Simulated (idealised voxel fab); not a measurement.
Proc. module: voxel transistor to metal
The cross-section on display is named cut; it measures 155 nm wide, and its cells are 5 nm squares.
We lay out every cross-section as a grid of square cells and spell it out in bands from the top down, where one band means one or more rows of cells.
Heights first: top, then bottom, in nm. Then materials, left to right, each with a width in nm. "edge to edge" on a single material: fills the band edge to edge. "air": empty space.
Height 0 is the level under which the wafer as received is all one material. The lowest band goes on downwards, as in "0 -> down".
The width entry "30 to 40" should be interpreted row by row: the top row of cells in the band takes the first number, the bottom row takes the second number, and the change between adjacent rows is uniform throughout.
Take "nothing got changed" at face value: in the step it is given for, the cross-section changed in none of its cells.
"Closed void table": empty spaces of 8 cells or more with no open way to the top, each given as width x height at distance, distance from the left edge, all in nm.
Text after the settings on a step's line: the simulator's own remark on that step.
overlay nm: mask right of planned place by this much (step with mask). Neg. = left.

# Here's what the planned process steps look like
1. RECEIVE | material Si
2. CONFORMAL_DEP | material SiO2 | thk nm 5
3. CONFORMAL_DEP | material SiN | thk nm 10
4. PATTERN | tone cover | mask id ACTIVE | material resist | width nm 100 | thk nm 20 | overlay nm 0
5. DIRECTIONAL_ETCH | etch materials SiN | depth nm 10
6. DIRECTIONAL_ETCH | etch materials SiO2 | depth nm 5
7. DIRECTIONAL_ETCH | etch materials Si | depth nm 25
8. STRIP | etch materials resist
9. OXIDIZE | depth nm 5
10. FILL_DEP | material SiO2 | thk nm 5
11. CMP | height nm 15
12. SELECTIVE_ETCH | etch materials SiO2 | depth nm 5
13. STRIP | etch materials SiN
14. SELECTIVE_ETCH | etch materials SiO2 | depth nm 5
15. OXIDIZE | depth nm 5
16. DIRECTIONAL_DEP | material polySi | thk nm 30
17. DIRECTIONAL_DEP | material SiCN | thk nm 15
18. MASKED_ETCH | tone cover | mask id GATE | width nm 20 | etch materials SiCN | depth nm 25 | overlay nm 0
19. MASKED_ETCH | tone cover | mask id GATE | width nm 20 | etch materials polySi | depth nm 40 | overlay nm 0
20. CONFORMAL_DEP | material SiN | thk nm 10
21. DIRECTIONAL_ETCH | etch materials SiN | depth nm 10
22. DIRECTIONAL_ETCH | etch materials SiO2 | depth nm 5
23. EPI | material SiGe | thk nm 5
24. FILL_DEP | material SiO2 | thk nm 10
25. CMP | height nm 45
26. DIRECTIONAL_DEP | material SiO2 | thk nm 10
27. PATTERN | tone open | mask id CONTACT | material resist | width nm 15 | pitch nm 65 | thk nm 20 | overlay nm 0
28. DIRECTIONAL_ETCH | etch materials SiO2 | depth nm 55
29. STRIP | etch materials resist
30. CONFORMAL_DEP | material TiN | thk nm 5
31. FILL_DEP | material W | thk nm 5
32. CMP | height nm 55
33. DIRECTIONAL_DEP | material TiN | thk nm 5
34. DIRECTIONAL_DEP | material Ru | thk nm 20
35. PATTERN | tone cover | mask id METAL_1 | material resist | width nm 15 | pitch nm 65 | thk nm 20 | overlay nm 0
36. DIRECTIONAL_ETCH | etch materials Ru | depth nm 20
37. DIRECTIONAL_ETCH | etch materials TiN | depth nm 5
38. STRIP | etch materials resist
39. FILL_DEP | material SiO2 | thk nm 10
40. CMP | height nm 80
41. CONFORMAL_DEP | material SiCN | thk nm 5
42. DIRECTIONAL_DEP | material lowk | thk nm 25
43. DIRECTIONAL_DEP | material aC | thk nm 10
44. PATTERN | tone open | mask id METAL_2 | material resist | width nm 15 | pitch nm 65 | thk nm 30 | overlay nm 0
45. DIRECTIONAL_ETCH | etch materials aC | depth nm 10
46. STRIP | etch materials resist
47. DIRECTIONAL_ETCH | etch materials lowk | depth nm 15
48. STRIP | etch materials aC
49. MASKED_ETCH | tone open | mask id METAL_2_HOLES | width nm 15 | pitch nm 65 | etch materials lowk | depth nm 10 | overlay nm 0
50. MASKED_ETCH | tone open | mask id METAL_2_HOLES | width nm 15 | pitch nm 65 | etch materials SiCN | depth nm 5 | overlay nm 0
51. CONFORMAL_DEP | material TiN | thk nm 5
52. FILL_DEP | material Cu | thk nm 10
53. CMP | height nm 110
54. CONFORMAL_DEP | material SiN | thk nm 5

# What follows covers the first of two wafers; it ran as planned

# Incoming wafer in cross-section (state: after step 1)
- 0 -> down  Si edge to edge
- Closed void table: none

# Cross-section: wafer state after step 2
- 5 -> 0  SiO2 edge to edge
- Everything below 0 is unchanged.

# Cross-section: wafer state after step 3
- 15 -> 5  SiN edge to edge
- Everything below 5 is unchanged.

# Cross-section: wafer state after step 4
- 35 -> 15  25 air / 100 resist / 30 air
- Everything below 15 is unchanged.

# Cross-section: wafer state after step 5
- 35 -> 15  25 air / 100 resist / 30 air
- 15 -> 5  25 air / 100 SiN / 30 air
- Everything below 5 is unchanged.

# Cross-section: wafer state after step 6
- 35 -> 15  25 air / 100 resist / 30 air
- 15 -> 5  25 air / 100 SiN / 30 air
- 5 -> 0  25 air / 100 SiO2 / 30 air
- Everything below 0 is unchanged.

# Cross-section: wafer state after step 7
- 35 -> 15  25 air / 100 resist / 30 air
- 15 -> 5  25 air / 100 SiN / 30 air
- 5 -> 0  25 air / 100 SiO2 / 30 air
- 0 -> -25  25 air / 100 Si / 30 air
- Everything below -25 is unchanged.

# Cross-section: wafer state after step 8
- 15 -> 5  25 air / 100 SiN / 30 air
- Everything below 5 is unchanged.

# Cross-section: wafer state after step 9
- 15 -> 5  25 air / 100 SiN / 30 air
- 5 -> 0  25 air / 100 SiO2 / 30 air
- 0 -> -25  25 air / 5 SiO2 / 90 Si / 5 SiO2 / 30 air
- -25 -> -30  30 SiO2 / 90 Si / 35 SiO2
- Everything below -30 is unchanged.

# Cross-section: wafer state after step 10
- 20 -> 15  SiO2 edge to edge
- 15 -> 5  25 SiO2 / 100 SiN / 30 SiO2
- 5 -> 0  SiO2 edge to edge
- 0 -> -30  30 SiO2 / 90 Si / 35 SiO2
- Everything below -30 is unchanged.

# Cross-section: wafer state after step 11
- 15 -> 5  25 SiO2 / 100 SiN / 30 SiO2
- Everything below 5 is unchanged.

# Cross-section: wafer state after step 12
- 15 -> 10  25 air / 100 SiN / 30 air
- Everything below 10 is unchanged.

# Cross-section: wafer state after step 13
- 10 -> 5  25 SiO2 / 100 air / 30 SiO2
- Everything below 5 is unchanged.

# Cross-section: wafer state after step 14
- 5 -> 0  20 SiO2 / 110 air / 25 SiO2
- Everything below 0 is unchanged.

# Cross-section: wafer state after step 15
- 5 -> 0  20 SiO2 / 110 air / 25 SiO2
- 0 -> -5  SiO2 edge to edge
- Everything below -5 is unchanged.

# Cross-section: wafer state after step 16
- 35 -> 30  20 polySi / 110 air / 25 polySi
- 30 -> 5  polySi edge to edge
- 5 -> 0  20 SiO2 / 110 polySi / 25 SiO2
- Everything below 0 is unchanged.

# Cross-section: wafer state after step 17
- 50 -> 45  20 SiCN / 110 air / 25 SiCN
- 45 -> 35  SiCN edge to edge
- 35 -> 30  20 polySi / 110 SiCN / 25 polySi
- Everything below 30 is unchanged.

# Cross-section: wafer state after step 18
- 45 -> 35  65 air / 20 SiCN / 70 air
- 35 -> 30  20 polySi / 45 air / 20 SiCN / 45 air / 25 polySi
- Everything below 30 is unchanged.

# Cross-section: wafer state after step 19
- 45 -> 30  65 air / 20 SiCN / 70 air
- 30 -> 5  65 air / 20 polySi / 70 air
- 5 -> 0  20 SiO2 / 45 air / 20 polySi / 45 air / 25 SiO2
- Everything below 0 is unchanged.

# Cross-section: wafer state after step 20
- 55 -> 45  55 air / 40 SiN / 60 air
- 45 -> 30  55 air / 10 SiN / 20 SiCN / 10 SiN / 60 air
- 30 -> 15  55 air / 10 SiN / 20 polySi / 10 SiN / 60 air
- 15 -> 10  30 SiN / 25 air / 10 SiN / 20 polySi / 10 SiN / 25 air / 35 SiN
- 10 -> 5  65 SiN / 20 polySi / 70 SiN
- 5 -> 0  20 SiO2 / 45 SiN / 20 polySi / 45 SiN / 25 SiO2
- Everything below 0 is unchanged.

# Cross-section: wafer state after step 21
- 45 -> 30  55 air / 10 SiN / 20 SiCN / 10 SiN / 60 air
- 30 -> 5  55 air / 10 SiN / 20 polySi / 10 SiN / 60 air
- 5 -> 0  20 SiO2 / 10 SiN / 25 air / 10 SiN / 20 polySi / 10 SiN / 25 air / 10 SiN / 25 SiO2
- Everything below 0 is unchanged.

# Cross-section: wafer state after step 22
- 45 -> 30  55 air / 10 SiN / 20 SiCN / 10 SiN / 60 air
- 30 -> 5  55 air / 10 SiN / 20 polySi / 10 SiN / 60 air
- 5 -> 0  20 air / 10 SiN / 25 air / 10 SiN / 20 polySi / 10 SiN / 25 air / 10 SiN / 25 air
- 0 -> -5  30 SiO2 / 25 air / 40 SiO2 / 25 air / 35 SiO2
- Everything below -5 is unchanged.

# Cross-section: wafer state after step 23
- 45 -> 30  55 air / 10 SiN / 20 SiCN / 10 SiN / 60 air
- 30 -> 5  55 air / 10 SiN / 20 polySi / 10 SiN / 60 air
- 5 -> 0  20 air / 10 SiN / 25 air / 10 SiN / 20 polySi / 10 SiN / 25 air / 10 SiN / 25 air
- 0 -> -5  30 SiO2 / 25 SiGe / 40 SiO2 / 25 SiGe / 35 SiO2
- Everything below -5 is unchanged.

# Cross-section: wafer state after step 24
- 55 -> 45  SiO2 edge to edge
- 45 -> 30  55 SiO2 / 10 SiN / 20 SiCN / 10 SiN / 60 SiO2
- 30 -> 5  55 SiO2 / 10 SiN / 20 polySi / 10 SiN / 60 SiO2
- 5 -> 0  20 SiO2 / 10 SiN / 25 SiO2 / 10 SiN / 20 polySi / 10 SiN / 25 SiO2 / 10 SiN / 25 SiO2
- Everything below 0 is unchanged.

# Cross-section: wafer state after step 25
- 45 -> 30  55 SiO2 / 10 SiN / 20 SiCN / 10 SiN / 60 SiO2
- Everything below 30 is unchanged.

# Cross-section: wafer state after step 26
- 55 -> 45  SiO2 edge to edge
- Everything below 45 is unchanged.

# Cross-section: wafer state after step 27
- 75 -> 55  35 resist / 15 air / 50 resist / 15 air / 40 resist
- Everything below 55 is unchanged.

# Cross-section: wafer state after step 28
- 75 -> 55  35 resist / 15 air / 50 resist / 15 air / 40 resist
- 55 -> 45  35 SiO2 / 15 air / 50 SiO2 / 15 air / 40 SiO2
- 45 -> 30  35 SiO2 / 15 air / 5 SiO2 / 10 SiN / 20 SiCN / 10 SiN / 5 SiO2 / 15 air / 40 SiO2
- 30 -> 5  35 SiO2 / 15 air / 5 SiO2 / 10 SiN / 20 polySi / 10 SiN / 5 SiO2 / 15 air / 40 SiO2
- 5 -> 0  20 SiO2 / 10 SiN / 5 SiO2 / 15 air / 5 SiO2 / 10 SiN / 20 polySi / 10 SiN / 5 SiO2 / 15 air / 5 SiO2 / 10 SiN / 25 SiO2
- Everything below 0 is unchanged.

# Cross-section: wafer state after step 29
- 55 -> 45  35 SiO2 / 15 air / 50 SiO2 / 15 air / 40 SiO2
- Everything below 45 is unchanged.

# Cross-section: wafer state after step 30
- 60 -> 55  40 TiN / 5 air / 60 TiN / 5 air / 45 TiN
- 55 -> 45  35 SiO2 / 5 TiN / 5 air / 5 TiN / 50 SiO2 / 5 TiN / 5 air / 5 TiN / 40 SiO2
- 45 -> 30  35 SiO2 / 5 TiN / 5 air / 5 TiN / 5 SiO2 / 10 SiN / 20 SiCN / 10 SiN / 5 SiO2 / 5 TiN / 5 air / 5 TiN / 40 SiO2
- 30 -> 5  35 SiO2 / 5 TiN / 5 air / 5 TiN / 5 SiO2 / 10 SiN / 20 polySi / 10 SiN / 5 SiO2 / 5 TiN / 5 air / 5 TiN / 40 SiO2
- 5 -> 0  20 SiO2 / 10 SiN / 5 SiO2 / 15 TiN / 5 SiO2 / 10 SiN / 20 polySi / 10 SiN / 5 SiO2 / 15 TiN / 5 SiO2 / 10 SiN / 25 SiO2
- Everything below 0 is unchanged.

# Cross-section: wafer state after step 31
- 65 -> 60  W edge to edge
- 60 -> 55  40 TiN / 5 W / 60 TiN / 5 W / 45 TiN
- 55 -> 45  35 SiO2 / 5 TiN / 5 W / 5 TiN / 50 SiO2 / 5 TiN / 5 W / 5 TiN / 40 SiO2
- 45 -> 30  35 SiO2 / 5 TiN / 5 W / 5 TiN / 5 SiO2 / 10 SiN / 20 SiCN / 10 SiN / 5 SiO2 / 5 TiN / 5 W / 5 TiN / 40 SiO2
- 30 -> 5  35 SiO2 / 5 TiN / 5 W / 5 TiN / 5 SiO2 / 10 SiN / 20 polySi / 10 SiN / 5 SiO2 / 5 TiN / 5 W / 5 TiN / 40 SiO2
- Everything below 5 is unchanged.

# Cross-section: wafer state after step 32
- 55 -> 45  35 SiO2 / 5 TiN / 5 W / 5 TiN / 50 SiO2 / 5 TiN / 5 W / 5 TiN / 40 SiO2
- Everything below 45 is unchanged.

# Cross-section: wafer state after step 33
- 60 -> 55  TiN edge to edge
- Everything below 55 is unchanged.

# Cross-section: wafer state after step 34
- 80 -> 60  Ru edge to edge
- Everything below 60 is unchanged.

# Cross-section: wafer state after step 35
- 100 -> 80  35 air / 15 resist / 50 air / 15 resist / 40 air
- Everything below 80 is unchanged.

# Cross-section: wafer state after step 36
- 100 -> 80  35 air / 15 resist / 50 air / 15 resist / 40 air
- 80 -> 60  35 air / 15 Ru / 50 air / 15 Ru / 40 air
- Everything below 60 is unchanged.

# Cross-section: wafer state after step 37
- 100 -> 80  35 air / 15 resist / 50 air / 15 resist / 40 air
- 80 -> 60  35 air / 15 Ru / 50 air / 15 Ru / 40 air
- 60 -> 55  35 air / 15 TiN / 50 air / 15 TiN / 40 air
- Everything below 55 is unchanged.

# Cross-section: wafer state after step 38
- 80 -> 60  35 air / 15 Ru / 50 air / 15 Ru / 40 air
- Everything below 60 is unchanged.

# Cross-section: wafer state after step 39
- 90 -> 80  SiO2 edge to edge
- 80 -> 60  35 SiO2 / 15 Ru / 50 SiO2 / 15 Ru / 40 SiO2
- 60 -> 55  35 SiO2 / 15 TiN / 50 SiO2 / 15 TiN / 40 SiO2
- Everything below 55 is unchanged.

# Cross-section: wafer state after step 40
- 80 -> 60  35 SiO2 / 15 Ru / 50 SiO2 / 15 Ru / 40 SiO2
- Everything below 60 is unchanged.

# Cross-section: wafer state after step 41
- 85 -> 80  SiCN edge to edge
- Everything below 80 is unchanged.

# Cross-section: wafer state after step 42
- 110 -> 85  lowk edge to edge
- Everything below 85 is unchanged.

# Cross-section: wafer state after step 43
- 120 -> 110  aC edge to edge
- Everything below 110 is unchanged.

# Cross-section: wafer state after step 44
- 150 -> 120  35 resist / 15 air / 50 resist / 15 air / 40 resist
- Everything below 120 is unchanged.

# Cross-section: wafer state after step 45
- 140 -> 120  35 resist / 15 air / 50 resist / 15 air / 40 resist
- 120 -> 110  35 aC / 15 air / 50 aC / 15 air / 40 aC
- Everything below 110 is unchanged.

# Cross-section: wafer state after step 46
- 120 -> 110  35 aC / 15 air / 50 aC / 15 air / 40 aC
- Everything below 110 is unchanged.

# Cross-section: wafer state after step 47
- 120 -> 110  35 aC / 15 air / 50 aC / 15 air / 40 aC
- 110 -> 95  35 lowk / 15 air / 50 lowk / 15 air / 40 lowk
- Everything below 95 is unchanged.

# Cross-section: wafer state after step 48
- 110 -> 95  35 lowk / 15 air / 50 lowk / 15 air / 40 lowk
- Everything below 95 is unchanged.

# Cross-section: wafer state after step 49
- 110 -> 85  35 lowk / 15 air / 50 lowk / 15 air / 40 lowk
- Everything below 85 is unchanged.

# Cross-section: wafer state after step 50
- 110 -> 85  35 lowk / 15 air / 50 lowk / 15 air / 40 lowk
- 85 -> 80  35 SiCN / 15 air / 50 SiCN / 15 air / 40 SiCN
- Everything below 80 is unchanged.

# Cross-section: wafer state after step 51
- 115 -> 110  40 TiN / 5 air / 60 TiN / 5 air / 45 TiN
- 110 -> 85  35 lowk / 5 TiN / 5 air / 5 TiN / 50 lowk / 5 TiN / 5 air / 5 TiN / 40 lowk
- 85 -> 80  35 SiCN / 15 TiN / 50 SiCN / 15 TiN / 40 SiCN
- Everything below 80 is unchanged.

# Cross-section: wafer state after step 52
- 125 -> 115  Cu edge to edge
- 115 -> 110  40 TiN / 5 Cu / 60 TiN / 5 Cu / 45 TiN
- 110 -> 85  35 lowk / 5 TiN / 5 Cu / 5 TiN / 50 lowk / 5 TiN / 5 Cu / 5 TiN / 40 lowk
- Everything below 85 is unchanged.

# Cross-section: wafer state after step 53
- 110 -> 85  35 lowk / 5 TiN / 5 Cu / 5 TiN / 50 lowk / 5 TiN / 5 Cu / 5 TiN / 40 lowk
- Everything below 85 is unchanged.

# Cross-section: wafer state after step 54
- 115 -> 110  SiN edge to edge
- Everything below 110 is unchanged.

# Notes, second wafer: start = first wafer's, plan = first wafer's, execution had one mistake; history identical to first through step 33

# Second wafer, section view, time point: scheduled end of step 34
- 80 -> 55  TiN edge to edge
- Everything below 55 is unchanged.

# Second wafer, section view, time point: scheduled end of step 35
- 100 -> 80  35 air / 15 resist / 50 air / 15 resist / 40 air
- Everything below 80 is unchanged.

Second wafer, section view, time point: scheduled end of step 36: nothing got changed

# Second wafer, section view, time point: scheduled end of step 37
- 100 -> 80  35 air / 15 resist / 50 air / 15 resist / 40 air
- 80 -> 75  35 air / 15 TiN / 50 air / 15 TiN / 40 air
- Everything below 75 is unchanged.

# Second wafer, section view, time point: scheduled end of step 38
- 80 -> 75  35 air / 15 TiN / 50 air / 15 TiN / 40 air
- Everything below 75 is unchanged.

# Second wafer, section view, time point: scheduled end of step 39
- 90 -> 80  SiO2 edge to edge
- 80 -> 75  35 SiO2 / 15 TiN / 50 SiO2 / 15 TiN / 40 SiO2
- Everything below 75 is unchanged.

# Second wafer, section view, time point: scheduled end of step 40
- 80 -> 75  35 SiO2 / 15 TiN / 50 SiO2 / 15 TiN / 40 SiO2
- Everything below 75 is unchanged.

# Second wafer, section view, time point: scheduled end of step 41
- 85 -> 80  SiCN edge to edge
- Everything below 80 is unchanged.

# Second wafer, section view, time point: scheduled end of step 42
- 110 -> 85  lowk edge to edge
- Everything below 85 is unchanged.

# Second wafer, section view, time point: scheduled end of step 43
- 120 -> 110  aC edge to edge
- Everything below 110 is unchanged.

# Second wafer, section view, time point: scheduled end of step 44
- 150 -> 120  35 resist / 15 air / 50 resist / 15 air / 40 resist
- Everything below 120 is unchanged.

# Second wafer, section view, time point: scheduled end of step 45
- 140 -> 120  35 resist / 15 air / 50 resist / 15 air / 40 resist
- 120 -> 110  35 aC / 15 air / 50 aC / 15 air / 40 aC
- Everything below 110 is unchanged.

# Second wafer, section view, time point: scheduled end of step 46
- 120 -> 110  35 aC / 15 air / 50 aC / 15 air / 40 aC
- Everything below 110 is unchanged.

# Second wafer, section view, time point: scheduled end of step 47
- 120 -> 110  35 aC / 15 air / 50 aC / 15 air / 40 aC
- 110 -> 95  35 lowk / 15 air / 50 lowk / 15 air / 40 lowk
- Everything below 95 is unchanged.

# Second wafer, section view, time point: scheduled end of step 48
- 110 -> 95  35 lowk / 15 air / 50 lowk / 15 air / 40 lowk
- Everything below 95 is unchanged.

# Second wafer, section view, time point: scheduled end of step 49
- 110 -> 85  35 lowk / 15 air / 50 lowk / 15 air / 40 lowk
- Everything below 85 is unchanged.

# Second wafer, section view, time point: scheduled end of step 50
- 110 -> 85  35 lowk / 15 air / 50 lowk / 15 air / 40 lowk
- 85 -> 80  35 SiCN / 15 air / 50 SiCN / 15 air / 40 SiCN
- Everything below 80 is unchanged.

# Second wafer, section view, time point: scheduled end of step 51
- 115 -> 110  40 TiN / 5 air / 60 TiN / 5 air / 45 TiN
- 110 -> 85  35 lowk / 5 TiN / 5 air / 5 TiN / 50 lowk / 5 TiN / 5 air / 5 TiN / 40 lowk
- 85 -> 80  35 SiCN / 15 TiN / 50 SiCN / 15 TiN / 40 SiCN
- Everything below 80 is unchanged.

# Second wafer, section view, time point: scheduled end of step 52
- 125 -> 115  Cu edge to edge
- 115 -> 110  40 TiN / 5 Cu / 60 TiN / 5 Cu / 45 TiN
- 110 -> 85  35 lowk / 5 TiN / 5 Cu / 5 TiN / 50 lowk / 5 TiN / 5 Cu / 5 TiN / 40 lowk
- Everything below 85 is unchanged.

# Second wafer, section view, time point: scheduled end of step 53
- 110 -> 85  35 lowk / 5 TiN / 5 Cu / 5 TiN / 50 lowk / 5 TiN / 5 Cu / 5 TiN / 40 lowk
- Everything below 85 is unchanged.

# Second wafer, section view, time point: scheduled end of step 54
- 115 -> 110  SiN edge to edge
- Everything below 110 is unchanged.
What was the processing mistake? step 34 was processed under conditions differing from the plan, specifically as DIRECTIONAL_DEP | material TiN | thk nm 20
Wafer comparison, final, in cells, second relative to first, materials more or fewer: Ru -24; SiO2 -100; TiN +124
